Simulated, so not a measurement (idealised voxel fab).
process module | voxel plated lines
cross-section cut | 255 nm wide | cells 5 nm
A cross-section is a grid of square cells, given in bands from the top down. A band is one or more rows of cells.
Each band's line starts with the height of the band's top and of its bottom, in nm. Then come its materials from left to right, each with its width in nm. One material with "throughout" fills the band from edge to edge. "air" is empty space.
Height 0 is the level under which the wafer as received is all one material. The lowest band goes on downwards, as in "0 down".
A width such as "30 to 40" changes by the same amount from each row of cells to the next, from the band's top row to its bottom row.
"no change" after a step means that no cell of the cross-section changed.
closed voids: empty space of 8 cells or more with no open way to the top, each as width x height at its distance from the left edge, in nm
after a step's settings: what the simulator itself notes on the step
overlay nm, on a step with a mask: how far to the right of its planned place the mask lay; to the left if negative
plan
1 op RECEIVE | material Si
2 op CONFORMAL_DEP | material SiO2 | thk nm 15
3 op DIRECTIONAL_DEP | material TiN | thk nm 5
4 op PATTERN | tone open | mask id LINES | material resist | width nm 20 | pitch nm 40 | thk nm 40 | overlay nm -15
5 op EPI | material Ru | thk nm 10
6 op EPI | material Ru | thk nm 5
7 op EPI | material Ru | thk nm 5
8 op STRIP | etch materials resist
9 op DIRECTIONAL_ETCH | etch materials TiN | depth nm 5
10 op CONFORMAL_DEP | material SiCN | thk nm 10
varied across the wafers: overlay nm of step 4. The plan shows the first wafer's value. All wafers start alike
first wafer as received, after step 1
  0 down: Si throughout
  closed voids: none
each wafer at the end: cells of each material gained (+) or lost (-) since it was received, then its closed voids
overlay nm -15 | +48 Ru | +162 SiCN | +153 SiO2 | +12 TiN | closed voids: none
overlay nm -10 | +48 Ru | +162 SiCN | +153 SiO2 | +12 TiN | closed voids: none
overlay nm -5 | +48 Ru | +162 SiCN | +153 SiO2 | +12 TiN | closed voids: none
overlay nm 0 | +48 Ru | +162 SiCN | +153 SiO2 | +12 TiN | closed voids: none
overlay nm 5 | +48 Ru | +162 SiCN | +153 SiO2 | +12 TiN | closed voids: none
overlay nm 10 | +48 Ru | +162 SiCN | +153 SiO2 | +12 TiN | closed voids: none
overlay nm 15 | +48 Ru | +162 SiCN | +153 SiO2 | +12 TiN | closed voids: none
